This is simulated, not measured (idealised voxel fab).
The process module presented herein is designated voxel trench capacitor.
FYI the section here is cut, 155 nm wide, cells are 5 nm squares.
If you're reading a cross-section in this doc, picture square cells in a grid; it comes to you as bands, top ones listed first down to the bottom, and a band can be one or more rows of cells. Per band: top height and bottom height in nm, followed by the left-to-right materials and their widths in nm; "everywhere" marks a single material spanning edge to edge, "empty" marks empty space. Height datum 0, below which the as-received substrate wafer is one material. Lowest band open at the bottom, running downward: "0 down". Quick explanation for "30 to 40": the width changes in equal steps down the rows of cells, from the first number in the band's top row to the second number in its bottom row. "all unchanged" (step): cross-section cells unchanged, all of them. Reported under the label "Voids lacking openings" are the empty spaces having no open way to the top and comprising 8 cells or more; the notation for each is width x height at distance, in which the distance is measured from the left edge and all three values are in nm. Whatever follows a step's settings on its line is a remark the simulator itself makes about that step. overlay nm: mask right of planned place by this much (step with mask). Neg. = left.

[Set out below are the planned steps of the process]
1. RECEIVE with material Si
2. CONFORMAL_DEP with material SiN, thk nm 10
3. DIRECTIONAL_DEP with material aC, thk nm 15
4. PATTERN with tone open, mask id TRENCH, material resist, width nm 15, pitch nm 40, thk nm 35, overlay nm 0
5. DIRECTIONAL_ETCH with etch materials aC, depth nm 15
6. STRIP with etch materials resist
7. DIRECTIONAL_ETCH with etch materials SiN, depth nm 10
8. DIRECTIONAL_ETCH with etch materials Si, depth nm 30
9. STRIP with etch materials aC
10. CONFORMAL_DEP with material SiO2, thk nm 5
11. FILL_DEP with material polySi, thk nm 10
12. CMP with height nm 10

[Of two wafers, the first: run according to plan]

[Cross-section of the wafer as it came to us, i.e., already through step 1]
    0 down: Si everywhere
    Voids lacking openings: none

[Sectional view: wafer, after step 2]
    10 to 0: SiN everywhere
    Unchanged below 0.

[Sectional view: wafer, after step 3]
    25 to 10: aC everywhere
    Unchanged below 10.

[Sectional view: wafer, after step 4]
    60 to 25: resist (30), then empty (15), then resist (25), then empty (15), then resist (25), then empty (15), then resist (30)
    Unchanged below 25.

[Sectional view: wafer, after step 5]
    45 to 25: resist (30), then empty (15), then resist (25), then empty (15), then resist (25), then empty (15), then resist (30)
    25 to 10: aC (30), then empty (15), then aC (25), then empty (15), then aC (25), then empty (15), then aC (30)
    Unchanged below 10.

[Sectional view: wafer, after step 6]
    25 to 10: aC (30), then empty (15), then aC (25), then empty (15), then aC (25), then empty (15), then aC (30)
    Unchanged below 10.

[Sectional view: wafer, after step 7]
    25 to 10: aC (30), then empty (15), then aC (25), then empty (15), then aC (25), then empty (15), then aC (30)
    10 to 0: SiN (30), then empty (15), then SiN (25), then empty (15), then SiN (25), then empty (15), then SiN (30)
    Unchanged below 0.

[Sectional view: wafer, after step 8]
    25 to 10: aC (30), then empty (15), then aC (25), then empty (15), then aC (25), then empty (15), then aC (30)
    10 to 0: SiN (30), then empty (15), then SiN (25), then empty (15), then SiN (25), then empty (15), then SiN (30)
    0 to -30: Si (30), then empty (15), then Si (25), then empty (15), then Si (25), then empty (15), then Si (30)
    Unchanged below -30.

[Sectional view: wafer, after step 9]
    10 to 0: SiN (30), then empty (15), then SiN (25), then empty (15), then SiN (25), then empty (15), then SiN (30)
    Unchanged below 0.

[Sectional view: wafer, after step 10]
    15 to 10: SiO2 (35), then empty (5), then SiO2 (35), then empty (5), then SiO2 (35), then empty (5), then SiO2 (35)
    10 to 0: SiN (30), then SiO2 (5), then empty (5), then SiO2 (5), then SiN (25), then SiO2 (5), then empty (5), then SiO2 (5), then SiN (25), then SiO2 (5), then empty (5), then SiO2 (5), then SiN (30)
    0 to -25: Si (30), then SiO2 (5), then empty (5), then SiO2 (5), then Si (25), then SiO2 (5), then empty (5), then SiO2 (5), then Si (25), then SiO2 (5), then empty (5), then SiO2 (5), then Si (30)
    -25 to -30: Si (30), then SiO2 (15), then Si (25), then SiO2 (15), then Si (25), then SiO2 (15), then Si (30)
    Unchanged below -30.

[Sectional view: wafer, after step 11]
    25 to 15: polySi everywhere
    15 to 10: SiO2 (35), then polySi (5), then SiO2 (35), then polySi (5), then SiO2 (35), then polySi (5), then SiO2 (35)
    10 to 0: SiN (30), then SiO2 (5), then polySi (5), then SiO2 (5), then SiN (25), then SiO2 (5), then polySi (5), then SiO2 (5), then SiN (25), then SiO2 (5), then polySi (5), then SiO2 (5), then SiN (30)
    0 to -25: Si (30), then SiO2 (5), then polySi (5), then SiO2 (5), then Si (25), then SiO2 (5), then polySi (5), then SiO2 (5), then Si (25), then SiO2 (5), then polySi (5), then SiO2 (5), then Si (30)
    Unchanged below -25.

[Sectional view: wafer, after step 12]
    10 to 0: SiN (30), then SiO2 (5), then polySi (5), then SiO2 (5), then SiN (25), then SiO2 (5), then polySi (5), then SiO2 (5), then SiN (25), then SiO2 (5), then polySi (5), then SiO2 (5), then SiN (30)
    Unchanged below 0.

[Second wafer. Start and plan as for the first. One mistake made in running. Agrees with the first up to and including step 7]

[The second wafer in cross-section, at the planned close of step 8]
    10 to 0: SiN (30), then empty (15), then SiN (25), then empty (15), then SiN (25), then empty (15), then SiN (30)
    Unchanged below 0.

[The second wafer in cross-section, at the planned close of step 9]
    10 to 0: SiN (30), then empty (15), then SiN (25), then empty (15), then SiN (25), then empty (15), then SiN (30)
    0 to -30: Si (30), then empty (15), then Si (25), then empty (15), then Si (25), then empty (15), then Si (30)
    Unchanged below -30.

[The second wafer in cross-section, at the planned close of step 10]
    15 to 10: SiO2 (35), then empty (5), then SiO2 (35), then empty (5), then SiO2 (35), then empty (5), then SiO2 (35)
    10 to 0: SiN (30), then SiO2 (5), then empty (5), then SiO2 (5), then SiN (25), then SiO2 (5), then empty (5), then SiO2 (5), then SiN (25), then SiO2 (5), then empty (5), then SiO2 (5), then SiN (30)
    0 to -25: Si (30), then SiO2 (5), then empty (5), then SiO2 (5), then Si (25), then SiO2 (5), then empty (5), then SiO2 (5), then Si (25), then SiO2 (5), then empty (5), then SiO2 (5), then Si (30)
    -25 to -30: Si (30), then SiO2 (15), then Si (25), then SiO2 (15), then Si (25), then SiO2 (15), then Si (30)
    Unchanged below -30.

[The second wafer in cross-section, at the planned close of step 11]
    25 to 15: polySi everywhere
    15 to 10: SiO2 (35), then polySi (5), then SiO2 (35), then polySi (5), then SiO2 (35), then polySi (5), then SiO2 (35)
    10 to 0: SiN (30), then SiO2 (5), then polySi (5), then SiO2 (5), then SiN (25), then SiO2 (5), then polySi (5), then SiO2 (5), then SiN (25), then SiO2 (5), then polySi (5), then SiO2 (5), then SiN (30)
    0 to -25: Si (30), then SiO2 (5), then polySi (5), then SiO2 (5), then Si (25), then SiO2 (5), then polySi (5), then SiO2 (5), then Si (25), then SiO2 (5), then polySi (5), then SiO2 (5), then Si (30)
    Unchanged below -25.

[The second wafer in cross-section, at the planned close of step 12]
    10 to 0: SiN (30), then SiO2 (5), then polySi (5), then SiO2 (5), then SiN (25), then SiO2 (5), then polySi (5), then SiO2 (5), then SiN (25), then SiO2 (5), then polySi (5), then SiO2 (5), then SiN (30)
    Unchanged below 0.
Deviation noted in wafer processing: order of steps 8 and 9 inverted relative to the plan
Final cross-sections of the two wafers are identical, so the mistake has no effect on what this model computes.
